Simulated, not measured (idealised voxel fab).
process module | voxel gate over fins
cross-section cut | 195 nm wide | cells 5 nm
A cross-section is a grid of square cells, given in bands from the top down. A band is one or more rows of cells.
Each band's line starts with the height of the band's top and of its bottom, in nm. Then come its materials from left to right, each with its width in nm. One material with "throughout" fills the band from edge to edge. "air" is empty space.
Height 0 is the level under which the wafer as received is all one material. The lowest band goes on downwards, as in "0 down".
A width such as "30 to 40" changes by the same amount from each row of cells to the next, from the band's top row to its bottom row.
"no change" after a step means that no cell of the cross-section changed.
closed voids: empty space of 8 cells or more with no open way to the top, each as width x height at its distance from the left edge, in nm
after a step's settings: what the simulator itself notes on the step
overlay nm, on a step with a mask: how far to the right of its planned place the mask lay; to the left if negative
Each pair below shows a cross-section before one step and the cross-section after it, down to the lowest band that changed. The line under each pair gives the step between them, with its settings. The pairs can come from different runs of this module on the same starting wafer, so a pair continues from the pair above only where its "before" says so.
before
  0 down: Si throughout
  closed voids: none
after
  5 to 0: SiN throughout
  below 0: unchanged
  closed voids: none
the step between: op CONFORMAL_DEP | material SiN | thk nm 5
before: the cross-section after the pair above
after
  20 to 5: aC throughout
  below 5: unchanged
  closed voids: none
the step between: op DIRECTIONAL_DEP | material aC | thk nm 15
before: the cross-section after the pair above
after
  55 to 20: air 65 | resist 15 | air 35 | resist 15 | air 65
  below 20: unchanged
  closed voids: none
the step between: op PATTERN | tone cover | mask id FINS | material resist | width nm 15 | pitch nm 50 | thk nm 35 | overlay nm 0
before: the cross-section after the pair above
after
  40 to 20: air 65 | resist 15 | air 35 | resist 15 | air 65
  20 to 5: air 65 | aC 15 | air 35 | aC 15 | air 65
  below 5: unchanged
  closed voids: none
the step between: op DIRECTIONAL_ETCH | etch materials aC | depth nm 15
before: the cross-section after the pair above
after
  20 to 5: air 65 | aC 15 | air 35 | aC 15 | air 65
  below 5: unchanged
  closed voids: none
the step between: op STRIP | etch materials resist
before: the cross-section after the pair above
after
  20 to 5: air 65 | aC 15 | air 35 | aC 15 | air 65
  5 to 0: air 65 | SiN 15 | air 35 | SiN 15 | air 65
  below 0: unchanged
  closed voids: none
the step between: op DIRECTIONAL_ETCH | etch materials SiN | depth nm 5
before: the cross-section after the pair above
after
  20 to 5: air 65 | aC 15 | air 35 | aC 15 | air 65
  5 to 0: air 65 | SiN 15 | air 35 | SiN 15 | air 65
  0 to -40: air 65 | Si 15 | air 35 | Si 15 | air 65
  below -40: unchanged
  closed voids: none
the step between: op DIRECTIONAL_ETCH | etch materials Si | depth nm 40
before: the cross-section after the pair above
after
  5 to 0: air 65 | SiN 15 | air 35 | SiN 15 | air 65
  below 0: unchanged
  closed voids: none
the step between: op STRIP | etch materials aC
before: the cross-section after the pair above
after
  20 to 5: SiO2 throughout
  5 to 0: SiO2 65 | SiN 15 | SiO2 35 | SiN 15 | SiO2 65
  0 to -40: SiO2 65 | Si 15 | SiO2 35 | Si 15 | SiO2 65
  below -40: unchanged
  closed voids: none
the step between: op FILL_DEP | material SiO2 | thk nm 15
before: the cross-section after the pair above
after
  5 to 0: SiO2 65 | SiN 15 | SiO2 35 | SiN 15 | SiO2 65
  below 0: unchanged
  closed voids: none
the step between: op CMP | height nm 5
before: the cross-section after the pair above
after
  20 to 5: aC throughout
  below 5: unchanged
  closed voids: none
the step between: op DIRECTIONAL_DEP | material aC | thk nm 15
before: the cross-section after the pair above
after
  50 to 20: resist 90 | air 15 | resist 90
  below 20: unchanged
  closed voids: none
the step between: op PATTERN | tone open | mask id RAIL | material resist | width nm 15 | thk nm 30 | overlay nm 0
before: the cross-section after the pair above
after
  35 to 20: resist 90 | air 15 | resist 90
  20 to 5: aC 90 | air 15 | aC 90
  below 5: unchanged
  closed voids: none
the step between: op DIRECTIONAL_ETCH | etch materials aC | depth nm 15
before: the cross-section after the pair above
after
  20 to 5: aC 90 | air 15 | aC 90
  below 5: unchanged
  closed voids: none
the step between: op STRIP | etch materials resist
before: the cross-section after the pair above
after
  20 to 5: aC 90 | air 15 | aC 90
  5 to 0: SiO2 65 | SiN 15 | SiO2 10 | air 15 | SiO2 10 | SiN 15 | SiO2 65
  0 to -35: SiO2 65 | Si 15 | SiO2 10 | air 15 | SiO2 10 | Si 15 | SiO2 65
  below -35: unchanged
  closed voids: none
the step between: op DIRECTIONAL_ETCH | etch materials SiO2 | depth nm 40
before: the cross-section after the pair above
after
  5 to 0: SiO2 65 | SiN 15 | SiO2 10 | air 15 | SiO2 10 | SiN 15 | SiO2 65
  below 0: unchanged
  closed voids: none
the step between: op STRIP | etch materials aC
before: the cross-section after the pair above
after
  10 to 5: TiN 95 | air 5 | TiN 95
  5 to 0: SiO2 65 | SiN 15 | SiO2 10 | TiN 5 | air 5 | TiN 5 | SiO2 10 | SiN 15 | SiO2 65
  0 to -30: SiO2 65 | Si 15 | SiO2 10 | TiN 5 | air 5 | TiN 5 | SiO2 10 | Si 15 | SiO2 65
  -30 to -35: SiO2 65 | Si 15 | SiO2 10 | TiN 15 | SiO2 10 | Si 15 | SiO2 65
  below -35: unchanged
  closed voids: none
the step between: op CONFORMAL_DEP | material TiN | thk nm 5
before: the cross-section after the pair above
after
  15 to 10: W throughout
  10 to 5: TiN 95 | W 5 | TiN 95
  5 to 0: SiO2 65 | SiN 15 | SiO2 10 | TiN 5 | W 5 | TiN 5 | SiO2 10 | SiN 15 | SiO2 65
  0 to -30: SiO2 65 | Si 15 | SiO2 10 | TiN 5 | W 5 | TiN 5 | SiO2 10 | Si 15 | SiO2 65
  below -30: unchanged
  closed voids: none
the step between: op FILL_DEP | material W | thk nm 5
before: the cross-section after the pair above
after
  5 to 0: SiO2 65 | SiN 15 | SiO2 10 | TiN 5 | W 5 | TiN 5 | SiO2 10 | SiN 15 | SiO2 65
  below 0: unchanged
  closed voids: none
the step between: op CMP | height nm 5
before: the cross-section after the pair above
after
  5 to 0: SiO2 65 | SiN 15 | SiO2 10 | air 15 | SiO2 10 | SiN 15 | SiO2 65
  0 to -20: SiO2 65 | Si 15 | SiO2 10 | air 15 | SiO2 10 | Si 15 | SiO2 65
  below -20: unchanged
  closed voids: none
the step between: op SELECTIVE_ETCH | etch materials W Ru TiN | depth nm 25
before: the cross-section after the pair above
after
  10 to 5: SiO2 throughout
  5 to 0: SiO2 65 | SiN 15 | SiO2 35 | SiN 15 | SiO2 65
  0 to -20: SiO2 65 | Si 15 | SiO2 35 | Si 15 | SiO2 65
  below -20: unchanged
  closed voids: none
the step between: op FILL_DEP | material SiO2 | thk nm 5
before: the cross-section after the pair above
after
  5 to 0: SiO2 65 | SiN 15 | SiO2 35 | SiN 15 | SiO2 65
  below 0: unchanged
  closed voids: none
the step between: op CMP | height nm 5
before: the cross-section after the pair above
after
  5 to 0: air 65 | SiN 15 | air 35 | SiN 15 | air 65
  0 to -10: air 65 | Si 15 | air 35 | Si 15 | air 65
  below -10: unchanged
  closed voids: none
the step between: op SELECTIVE_ETCH | etch materials SiO2 | depth nm 15
before: the cross-section after the pair above
after
  0 to -10: air 65 | Si 15 | air 35 | Si 15 | air 65
  below -10: unchanged
  closed voids: none
the step between: op STRIP | etch materials SiN
before: the cross-section after the pair above
after
  5 to 0: air 60 | HfO2 25 | air 25 | HfO2 25 | air 60
  0 to -5: air 60 | HfO2 5 | Si 15 | HfO2 5 | air 25 | HfO2 5 | Si 15 | HfO2 5 | air 60
  -5 to -10: HfO2 65 | Si 15 | HfO2 35 | Si 15 | HfO2 65
  below -10: unchanged
  closed voids: none
the step between: op CONFORMAL_DEP | material HfO2 | thk nm 5
before: the cross-section after the pair above
after
  10 to 5: air 55 | TiN 35 | air 15 | TiN 35 | air 55
  5 to 0: air 55 | TiN 5 | HfO2 25 | TiN 5 | air 15 | TiN 5 | HfO2 25 | TiN 5 | air 55
  0 to -5: TiN 60 | HfO2 5 | Si 15 | HfO2 5 | TiN 25 | HfO2 5 | Si 15 | HfO2 5 | TiN 60
  below -5: unchanged
  closed voids: none
the step between: op CONFORMAL_DEP | material TiN | thk nm 5
before: the cross-section after the pair above
after
  15 to 10: air 50 | TiAl 45 | air 5 | TiAl 45 | air 50
  10 to 5: air 50 | TiAl 5 | TiN 35 | TiAl 5 | air 5 | TiAl 5 | TiN 35 | TiAl 5 | air 50
  5 to 0: TiAl 55 | TiN 5 | HfO2 25 | TiN 5 | TiAl 15 | TiN 5 | HfO2 25 | TiN 5 | TiAl 55
  below 0: unchanged
  closed voids: none
the step between: op CONFORMAL_DEP | material TiAl | thk nm 5
before: the cross-section after the pair above
after
  20 to 15: air 45 | TiN 105 | air 45
  15 to 10: air 45 | TiN 5 | TiAl 45 | TiN 5 | TiAl 45 | TiN 5 | air 45
  10 to 5: TiN 50 | TiAl 5 | TiN 35 | TiAl 5 | TiN 5 | TiAl 5 | TiN 35 | TiAl 5 | TiN 50
  below 5: unchanged
  closed voids: none
the step between: op CONFORMAL_DEP | material TiN | thk nm 5
before: the cross-section after the pair above
after
  30 to 20: W throughout
  20 to 15: W 45 | TiN 105 | W 45
  15 to 10: W 45 | TiN 5 | TiAl 45 | TiN 5 | TiAl 45 | TiN 5 | W 45
  below 10: unchanged
  closed voids: none
the step between: op FILL_DEP | material W | thk nm 10
before: the cross-section after the pair above
after
  25 to 20: W throughout
  below 20: unchanged
  closed voids: none
the step between: op CMP | height nm 25
before: the cross-section after the pair above
after
  35 to 25: SiN throughout
  below 25: unchanged
  closed voids: none
the step between: op CONFORMAL_DEP | material SiN | thk nm 10
before
  0 to -10: air 65 | Si 15 | air 35 | Si 15 | air 65
  -10 to -20: SiO2 65 | Si 15 | SiO2 35 | Si 15 | SiO2 65
  -20 to -30: SiO2 65 | Si 15 | SiO2 10 | TiN 5 | W 5 | TiN 5 | SiO2 10 | Si 15 | SiO2 65
  -30 to -35: SiO2 65 | Si 15 | SiO2 10 | TiN 15 | SiO2 10 | Si 15 | SiO2 65
  -35 to -40: SiO2 65 | Si 15 | SiO2 35 | Si 15 | SiO2 65
  -40 down: Si throughout
  closed voids: none
after
  5 to 0: air 60 | TiN 25 | air 25 | TiN 25 | air 60
  0 to -5: air 60 | TiN 5 | Si 15 | TiN 5 | air 25 | TiN 5 | Si 15 | TiN 5 | air 60
  -5 to -10: TiN 65 | Si 15 | TiN 35 | Si 15 | TiN 65
  below -10: unchanged
  closed voids: none
the step between: op CONFORMAL_DEP | material TiN | thk nm 5
before: the cross-section after the pair above
after
  10 to 5: air 55 | TiAl 35 | air 15 | TiAl 35 | air 55
  5 to 0: air 55 | TiAl 5 | TiN 25 | TiAl 5 | air 15 | TiAl 5 | TiN 25 | TiAl 5 | air 55
  0 to -5: TiAl 60 | TiN 5 | Si 15 | TiN 5 | TiAl 25 | TiN 5 | Si 15 | TiN 5 | TiAl 60
  below -5: unchanged
  closed voids: none
the step between: op CONFORMAL_DEP | material TiAl | thk nm 5
before: the cross-section after the pair above
after
  15 to 10: air 50 | TiN 45 | air 5 | TiN 45 | air 50
  10 to 5: air 50 | TiN 5 | TiAl 35 | TiN 5 | air 5 | TiN 5 | TiAl 35 | TiN 5 | air 50
  5 to 0: TiN 55 | TiAl 5 | TiN 25 | TiAl 5 | TiN 15 | TiAl 5 | TiN 25 | TiAl 5 | TiN 55
  below 0: unchanged
  closed voids: none
the step between: op CONFORMAL_DEP | material TiN | thk nm 5
before: the cross-section after the pair above
after
  25 to 15: W throughout
  15 to 10: W 50 | TiN 45 | W 5 | TiN 45 | W 50
  10 to 5: W 50 | TiN 5 | TiAl 35 | TiN 5 | W 5 | TiN 5 | TiAl 35 | TiN 5 | W 50
  below 5: unchanged
  closed voids: none
the step between: op FILL_DEP | material W | thk nm 10
before: the cross-section after the pair above
after
  35 to 25: SiN throughout
  below 25: unchanged
  closed voids: none
the step between: op CONFORMAL_DEP | material SiN | thk nm 10
before
  5 to 0: air 65 | SiN 15 | air 35 | SiN 15 | air 65
  0 to -10: air 65 | Si 15 | air 35 | Si 15 | air 65
  -10 to -20: SiO2 65 | Si 15 | SiO2 35 | Si 15 | SiO2 65
  -20 to -30: SiO2 65 | Si 15 | SiO2 10 | TiN 5 | W 5 | TiN 5 | SiO2 10 | Si 15 | SiO2 65
  -30 to -35: SiO2 65 | Si 15 | SiO2 10 | TiN 15 | SiO2 10 | Si 15 | SiO2 65
  -35 to -40: SiO2 65 | Si 15 | SiO2 35 | Si 15 | SiO2 65
  -40 down: Si throughout
  closed voids: none
after
  5 to 0: air 65 | SiN 15 | air 35 | SiN 15 | air 65
  0 to -20: air 65 | Si 15 | air 35 | Si 15 | air 65
  -20 to -25: air 65 | Si 15 | air 10 | TiN 5 | W 5 | TiN 5 | air 10 | Si 15 | air 65
  below -25: unchanged
  closed voids: none
the step between: op SELECTIVE_ETCH | etch materials SiO2 | depth nm 15
before: the cross-section after the pair above
after
  0 to -20: air 65 | Si 15 | air 35 | Si 15 | air 65
  below -20: unchanged
  closed voids: none
the step between: op STRIP | etch materials SiN
before: the cross-section after the pair above
after
  5 to 0: air 60 | HfO2 25 | air 25 | HfO2 25 | air 60
  0 to -15: air 60 | HfO2 5 | Si 15 | HfO2 5 | air 25 | HfO2 5 | Si 15 | HfO2 5 | air 60
  -15 to -20: air 60 | HfO2 5 | Si 15 | HfO2 35 | Si 15 | HfO2 5 | air 60
  -20 to -25: HfO2 65 | Si 15 | HfO2 10 | TiN 5 | W 5 | TiN 5 | HfO2 10 | Si 15 | HfO2 65
  below -25: unchanged
  closed voids: none
the step between: op CONFORMAL_DEP | material HfO2 | thk nm 5
before: the cross-section after the pair above
after
  10 to 5: air 55 | TiN 35 | air 15 | TiN 35 | air 55
  5 to 0: air 55 | TiN 5 | HfO2 25 | TiN 5 | air 15 | TiN 5 | HfO2 25 | TiN 5 | air 55
  0 to -10: air 55 | TiN 5 | HfO2 5 | Si 15 | HfO2 5 | TiN 5 | air 15 | TiN 5 | HfO2 5 | Si 15 | HfO2 5 | TiN 5 | air 55
  -10 to -15: air 55 | TiN 5 | HfO2 5 | Si 15 | HfO2 5 | TiN 25 | HfO2 5 | Si 15 | HfO2 5 | TiN 5 | air 55
  -15 to -20: TiN 60 | HfO2 5 | Si 15 | HfO2 35 | Si 15 | HfO2 5 | TiN 60
  below -20: unchanged
  closed voids: none
the step between: op CONFORMAL_DEP | material TiN | thk nm 5
before: the cross-section after the pair above
after
  15 to 10: air 50 | TiAl 45 | air 5 | TiAl 45 | air 50
  10 to 5: air 50 | TiAl 5 | TiN 35 | TiAl 5 | air 5 | TiAl 5 | TiN 35 | TiAl 5 | air 50
  5 to 0: air 50 | TiAl 5 | TiN 5 | HfO2 25 | TiN 5 | TiAl 5 | air 5 | TiAl 5 | TiN 5 | HfO2 25 | TiN 5 | TiAl 5 | air 50
  0 to -5: air 50 | TiAl 5 | TiN 5 | HfO2 5 | Si 15 | HfO2 5 | TiN 5 | TiAl 5 | air 5 | TiAl 5 | TiN 5 | HfO2 5 | Si 15 | HfO2 5 | TiN 5 | TiAl 5 | air 50
  -5 to -10: air 50 | TiAl 5 | TiN 5 | HfO2 5 | Si 15 | HfO2 5 | TiN 5 | TiAl 15 | TiN 5 | HfO2 5 | Si 15 | HfO2 5 | TiN 5 | TiAl 5 | air 50
  -10 to -15: TiAl 55 | TiN 5 | HfO2 5 | Si 15 | HfO2 5 | TiN 25 | HfO2 5 | Si 15 | HfO2 5 | TiN 5 | TiAl 55
  below -15: unchanged
  closed voids: none
the step between: op CONFORMAL_DEP | material TiAl | thk nm 5
before: the cross-section after the pair above
after
  20 to 15: air 45 | TiN 105 | air 45
  15 to 10: air 45 | TiN 5 | TiAl 45 | TiN 5 | TiAl 45 | TiN 5 | air 45
  10 to 5: air 45 | TiN 5 | TiAl 5 | TiN 35 | TiAl 5 | TiN 5 | TiAl 5 | TiN 35 | TiAl 5 | TiN 5 | air 45
  5 to 0: air 45 | TiN 5 | TiAl 5 | TiN 5 | HfO2 25 | TiN 5 | TiAl 5 | TiN 5 | TiAl 5 | TiN 5 | HfO2 25 | TiN 5 | TiAl 5 | TiN 5 | air 45
  0 to -5: air 45 | TiN 5 | TiAl 5 | TiN 5 | HfO2 5 | Si 15 | HfO2 5 | TiN 5 | TiAl 5 | TiN 5 | TiAl 5 | TiN 5 | HfO2 5 | Si 15 | HfO2 5 | TiN 5 | TiAl 5 | TiN 5 | air 45
  -5 to -10: TiN 50 | TiAl 5 | TiN 5 | HfO2 5 | Si 15 | HfO2 5 | TiN 5 | TiAl 15 | TiN 5 | HfO2 5 | Si 15 | HfO2 5 | TiN 5 | TiAl 5 | TiN 50
  below -10: unchanged
  closed voids: none
the step between: op CONFORMAL_DEP | material TiN | thk nm 5
before: the cross-section after the pair above
after
  30 to 20: W throughout
  20 to 15: W 45 | TiN 105 | W 45
  15 to 10: W 45 | TiN 5 | TiAl 45 | TiN 5 | TiAl 45 | TiN 5 | W 45
  10 to 5: W 45 | TiN 5 | TiAl 5 | TiN 35 | TiAl 5 | TiN 5 | TiAl 5 | TiN 35 | TiAl 5 | TiN 5 | W 45
  5 to 0: W 45 | TiN 5 | TiAl 5 | TiN 5 | HfO2 25 | TiN 5 | TiAl 5 | TiN 5 | TiAl 5 | TiN 5 | HfO2 25 | TiN 5 | TiAl 5 | TiN 5 | W 45
  0 to -5: W 45 | TiN 5 | TiAl 5 | TiN 5 | HfO2 5 | Si 15 | HfO2 5 | TiN 5 | TiAl 5 | TiN 5 | TiAl 5 | TiN 5 | HfO2 5 | Si 15 | HfO2 5 | TiN 5 | TiAl 5 | TiN 5 | W 45
  below -5: unchanged
  closed voids: none
the step between: op FILL_DEP | material W | thk nm 10
before: the cross-section after the pair above
after
  25 to 20: W throughout
  below 20: unchanged
  closed voids: none
the step between: op CMP | height nm 25
before: the cross-section after the pair above
after
  35 to 25: SiN throughout
  below 25: unchanged
  closed voids: none
the step between: op CONFORMAL_DEP | material SiN | thk nm 10
before
  5 to 0: air 60 | TiN 25 | air 25 | TiN 25 | air 60
  0 to -5: air 60 | TiN 5 | Si 15 | TiN 5 | air 25 | TiN 5 | Si 15 | TiN 5 | air 60
  -5 to -10: TiN 65 | Si 15 | TiN 35 | Si 15 | TiN 65
  -10 to -20: SiO2 65 | Si 15 | SiO2 35 | Si 15 | SiO2 65
  -20 to -30: SiO2 65 | Si 15 | SiO2 10 | TiN 5 | W 5 | TiN 5 | SiO2 10 | Si 15 | SiO2 65
  -30 to -35: SiO2 65 | Si 15 | SiO2 10 | TiN 15 | SiO2 10 | Si 15 | SiO2 65
  -35 to -40: SiO2 65 | Si 15 | SiO2 35 | Si 15 | SiO2 65
  -40 down: Si throughout
  closed voids: none
after
  10 to 5: air 55 | HfO2 35 | air 15 | HfO2 35 | air 55
  5 to 0: air 55 | HfO2 5 | TiN 25 | HfO2 5 | air 15 | HfO2 5 | TiN 25 | HfO2 5 | air 55
  0 to -5: HfO2 60 | TiN 5 | Si 15 | TiN 5 | HfO2 25 | TiN 5 | Si 15 | TiN 5 | HfO2 60
  below -5: unchanged
  closed voids: none
the step between: op CONFORMAL_DEP | material HfO2 | thk nm 5
before: the cross-section after the pair above
after
  15 to 10: air 50 | TiAl 45 | air 5 | TiAl 45 | air 50
  10 to 5: air 50 | TiAl 5 | HfO2 35 | TiAl 5 | air 5 | TiAl 5 | HfO2 35 | TiAl 5 | air 50
  5 to 0: TiAl 55 | HfO2 5 | TiN 25 | HfO2 5 | TiAl 15 | HfO2 5 | TiN 25 | HfO2 5 | TiAl 55
  below 0: unchanged
  closed voids: none
the step between: op CONFORMAL_DEP | material TiAl | thk nm 5
before: the cross-section after the pair above
after
  20 to 15: air 45 | TiN 105 | air 45
  15 to 10: air 45 | TiN 5 | TiAl 45 | TiN 5 | TiAl 45 | TiN 5 | air 45
  10 to 5: TiN 50 | TiAl 5 | HfO2 35 | TiAl 5 | TiN 5 | TiAl 5 | HfO2 35 | TiAl 5 | TiN 50
  below 5: unchanged
  closed voids: none
the step between: op CONFORMAL_DEP | material TiN | thk nm 5
before: the cross-section after the pair above
after
  30 to 20: W throughout
  20 to 15: W 45 | TiN 105 | W 45
  15 to 10: W 45 | TiN 5 | TiAl 45 | TiN 5 | TiAl 45 | TiN 5 | W 45
  below 10: unchanged
  closed voids: none
the step between: op FILL_DEP | material W | thk nm 10
before: the cross-section after the pair above
after
  25 to 20: W throughout
  below 20: unchanged
  closed voids: none
the step between: op CMP | height nm 25
before: the cross-section after the pair above
after
  35 to 25: SiN throughout
  below 25: unchanged
  closed voids: none
the step between: op CONFORMAL_DEP | material SiN | thk nm 10
before
  25 to 20: W throughout
  20 to 15: W 45 | TiN 105 | W 45
  15 to 10: W 45 | TiN 5 | TiAl 45 | TiN 5 | TiAl 45 | TiN 5 | W 45
  10 to 5: TiN 50 | TiAl 5 | TiN 35 | TiAl 5 | TiN 5 | TiAl 5 | TiN 35 | TiAl 5 | TiN 50
  5 to 0: TiAl 55 | TiN 5 | HfO2 25 | TiN 5 | TiAl 15 | TiN 5 | HfO2 25 | TiN 5 | TiAl 55
  0 to -5: TiN 60 | HfO2 5 | Si 15 | HfO2 5 | TiN 25 | HfO2 5 | Si 15 | HfO2 5 | TiN 60
  -5 to -10: HfO2 65 | Si 15 | HfO2 35 | Si 15 | HfO2 65
  -10 to -20: SiO2 65 | Si 15 | SiO2 35 | Si 15 | SiO2 65
  -20 to -30: SiO2 65 | Si 15 | SiO2 10 | TiN 5 | W 5 | TiN 5 | SiO2 10 | Si 15 | SiO2 65
  -30 to -35: SiO2 65 | Si 15 | SiO2 10 | TiN 15 | SiO2 10 | Si 15 | SiO2 65
  -35 to -40: SiO2 65 | Si 15 | SiO2 35 | Si 15 | SiO2 65
  -40 down: Si throughout
  closed voids: none
after
  30 to 25: SiN throughout
  below 25: unchanged
  closed voids: none
the step between: op CONFORMAL_DEP | material SiN | thk nm 5
before
  20 to 5: aC throughout
  5 to 0: SiO2 65 | SiN 15 | SiO2 35 | SiN 15 | SiO2 65
  0 to -40: SiO2 65 | Si 15 | SiO2 35 | Si 15 | SiO2 65
  -40 down: Si throughout
  closed voids: none
after
  50 to 20: resist 90 | air 20 | resist 85
  below 20: unchanged
  closed voids: none
the step between: op PATTERN | tone open | mask id RAIL | material resist | width nm 20 | thk nm 30 | overlay nm 0
before: the cross-section after the pair above
after
  35 to 20: resist 90 | air 20 | resist 85
  20 to 5: aC 90 | air 20 | aC 85
  below 5: unchanged
  closed voids: none
the step between: op DIRECTIONAL_ETCH | etch materials aC | depth nm 15
before: the cross-section after the pair above
after
  20 to 5: aC 90 | air 20 | aC 85
  below 5: unchanged
  closed voids: none
the step between: op STRIP | etch materials resist
before: the cross-section after the pair above
after
  20 to 5: aC 90 | air 20 | aC 85
  5 to 0: SiO2 65 | SiN 15 | SiO2 10 | air 20 | SiO2 5 | SiN 15 | SiO2 65
  0 to -35: SiO2 65 | Si 15 | SiO2 10 | air 20 | SiO2 5 | Si 15 | SiO2 65
  below -35: unchanged
  closed voids: none
the step between: op DIRECTIONAL_ETCH | etch materials SiO2 | depth nm 40
before: the cross-section after the pair above
after
  5 to 0: SiO2 65 | SiN 15 | SiO2 10 | air 20 | SiO2 5 | SiN 15 | SiO2 65
  below 0: unchanged
  closed voids: none
the step between: op STRIP | etch materials aC
before: the cross-section after the pair above
after
  10 to 5: TiN 95 | air 10 | TiN 90
  5 to 0: SiO2 65 | SiN 15 | SiO2 10 | TiN 5 | air 10 | TiN 5 | SiO2 5 | SiN 15 | SiO2 65
  0 to -30: SiO2 65 | Si 15 | SiO2 10 | TiN 5 | air 10 | TiN 5 | SiO2 5 | Si 15 | SiO2 65
  -30 to -35: SiO2 65 | Si 15 | SiO2 10 | TiN 20 | SiO2 5 | Si 15 | SiO2 65
  below -35: unchanged
  closed voids: none
the step between: op CONFORMAL_DEP | material TiN | thk nm 5
before: the cross-section after the pair above
after
  15 to 10: W throughout
  10 to 5: TiN 95 | W 10 | TiN 90
  5 to 0: SiO2 65 | SiN 15 | SiO2 10 | TiN 5 | W 10 | TiN 5 | SiO2 5 | SiN 15 | SiO2 65
  0 to -30: SiO2 65 | Si 15 | SiO2 10 | TiN 5 | W 10 | TiN 5 | SiO2 5 | Si 15 | SiO2 65
  below -30: unchanged
  closed voids: none
the step between: op FILL_DEP | material W | thk nm 5
before: the cross-section after the pair above
after
  5 to 0: SiO2 65 | SiN 15 | SiO2 10 | TiN 5 | W 10 | TiN 5 | SiO2 5 | SiN 15 | SiO2 65
  below 0: unchanged
  closed voids: none
the step between: op CMP | height nm 5
before: the cross-section after the pair above
after
  5 to 0: SiO2 65 | SiN 15 | SiO2 10 | air 20 | SiO2 5 | SiN 15 | SiO2 65
  0 to -20: SiO2 65 | Si 15 | SiO2 10 | air 20 | SiO2 5 | Si 15 | SiO2 65
  below -20: unchanged
  closed voids: none
the step between: op SELECTIVE_ETCH | etch materials W Ru TiN | depth nm 25
before: the cross-section after the pair above
after
  10 to 5: SiO2 throughout
  5 to 0: SiO2 65 | SiN 15 | SiO2 35 | SiN 15 | SiO2 65
  0 to -20: SiO2 65 | Si 15 | SiO2 35 | Si 15 | SiO2 65
  below -20: unchanged
  closed voids: none
the step between: op FILL_DEP | material SiO2 | thk nm 5
before: the cross-section after the pair above
after
  5 to 0: SiO2 65 | SiN 15 | SiO2 35 | SiN 15 | SiO2 65
  below 0: unchanged
  closed voids: none
the step between: op CMP | height nm 5
before: the cross-section after the pair above
after
  5 to 0: air 65 | SiN 15 | air 35 | SiN 15 | air 65
  0 to -10: air 65 | Si 15 | air 35 | Si 15 | air 65
  below -10: unchanged
  closed voids: none
the step between: op SELECTIVE_ETCH | etch materials SiO2 | depth nm 15
before: the cross-section after the pair above
after
  0 to -10: air 65 | Si 15 | air 35 | Si 15 | air 65
  below -10: unchanged
  closed voids: none
the step between: op STRIP | etch materials SiN
before: the cross-section after the pair above
after
  5 to 0: air 60 | HfO2 25 | air 25 | HfO2 25 | air 60
  0 to -5: air 60 | HfO2 5 | Si 15 | HfO2 5 | air 25 | HfO2 5 | Si 15 | HfO2 5 | air 60
  -5 to -10: HfO2 65 | Si 15 | HfO2 35 | Si 15 | HfO2 65
  below -10: unchanged
  closed voids: none
the step between: op CONFORMAL_DEP | material HfO2 | thk nm 5
before: the cross-section after the pair above
after
  10 to 5: air 55 | TiN 35 | air 15 | TiN 35 | air 55
  5 to 0: air 55 | TiN 5 | HfO2 25 | TiN 5 | air 15 | TiN 5 | HfO2 25 | TiN 5 | air 55
  0 to -5: TiN 60 | HfO2 5 | Si 15 | HfO2 5 | TiN 25 | HfO2 5 | Si 15 | HfO2 5 | TiN 60
  below -5: unchanged
  closed voids: none
the step between: op CONFORMAL_DEP | material TiN | thk nm 5
before: the cross-section after the pair above
after
  15 to 10: air 50 | TiAl 45 | air 5 | TiAl 45 | air 50
  10 to 5: air 50 | TiAl 5 | TiN 35 | TiAl 5 | air 5 | TiAl 5 | TiN 35 | TiAl 5 | air 50
  5 to 0: TiAl 55 | TiN 5 | HfO2 25 | TiN 5 | TiAl 15 | TiN 5 | HfO2 25 | TiN 5 | TiAl 55
  below 0: unchanged
  closed voids: none
the step between: op CONFORMAL_DEP | material TiAl | thk nm 5
before: the cross-section after the pair above
after
  20 to 15: air 45 | TiN 105 | air 45
  15 to 10: air 45 | TiN 5 | TiAl 45 | TiN 5 | TiAl 45 | TiN 5 | air 45
  10 to 5: TiN 50 | TiAl 5 | TiN 35 | TiAl 5 | TiN 5 | TiAl 5 | TiN 35 | TiAl 5 | TiN 50
  below 5: unchanged
  closed voids: none
the step between: op CONFORMAL_DEP | material TiN | thk nm 5
before: the cross-section after the pair above
after
  30 to 20: W throughout
  20 to 15: W 45 | TiN 105 | W 45
  15 to 10: W 45 | TiN 5 | TiAl 45 | TiN 5 | TiAl 45 | TiN 5 | W 45
  below 10: unchanged
  closed voids: none
the step between: op FILL_DEP | material W | thk nm 10
before: the cross-section after the pair above
after
  25 to 20: W throughout
  below 20: unchanged
  closed voids: none
the step between: op CMP | height nm 25
before: the cross-section after the pair above
after
  35 to 25: SiN throughout
  below 25: unchanged
  closed voids: none
the step between: op CONFORMAL_DEP | material SiN | thk nm 10
before
  20 to 5: aC throughout
  5 to 0: SiN throughout
  0 down: Si throughout
  closed voids: none
after
  55 to 20: air 75 | resist 15 | air 35 | resist 15 | air 55
  below 20: unchanged
  closed voids: none
the step between: op PATTERN | tone cover | mask id FINS | material resist | width nm 15 | pitch nm 50 | thk nm 35 | overlay nm 10
before: the cross-section after the pair above
after
  40 to 20: air 75 | resist 15 | air 35 | resist 15 | air 55
  20 to 5: air 75 | aC 15 | air 35 | aC 15 | air 55
  below 5: unchanged
  closed voids: none
the step between: op DIRECTIONAL_ETCH | etch materials aC | depth nm 15
before: the cross-section after the pair above
after
  20 to 5: air 75 | aC 15 | air 35 | aC 15 | air 55
  below 5: unchanged
  closed voids: none
the step between: op STRIP | etch materials resist
before: the cross-section after the pair above
after
  20 to 5: air 75 | aC 15 | air 35 | aC 15 | air 55
  5 to 0: air 75 | SiN 15 | air 35 | SiN 15 | air 55
  below 0: unchanged
  closed voids: none
the step between: op DIRECTIONAL_ETCH | etch materials SiN | depth nm 5
before: the cross-section after the pair above
after
  20 to 5: air 75 | aC 15 | air 35 | aC 15 | air 55
  5 to 0: air 75 | SiN 15 | air 35 | SiN 15 | air 55
  0 to -40: air 75 | Si 15 | air 35 | Si 15 | air 55
  below -40: unchanged
  closed voids: none
the step between: op DIRECTIONAL_ETCH | etch materials Si | depth nm 40
before: the cross-section after the pair above
after
  5 to 0: air 75 | SiN 15 | air 35 | SiN 15 | air 55
  below 0: unchanged
  closed voids: none
the step between: op STRIP | etch materials aC
before: the cross-section after the pair above
after
  20 to 5: SiO2 throughout
  5 to 0: SiO2 75 | SiN 15 | SiO2 35 | SiN 15 | SiO2 55
  0 to -40: SiO2 75 | Si 15 | SiO2 35 | Si 15 | SiO2 55
  below -40: unchanged
  closed voids: none
the step between: op FILL_DEP | material SiO2 | thk nm 15
before: the cross-section after the pair above
after
  5 to 0: SiO2 75 | SiN 15 | SiO2 35 | SiN 15 | SiO2 55
  below 0: unchanged
  closed voids: none
the step between: op CMP | height nm 5
before: the cross-section after the pair above
after
  20 to 5: aC throughout
  below 5: unchanged
  closed voids: none
the step between: op DIRECTIONAL_DEP | material aC | thk nm 15
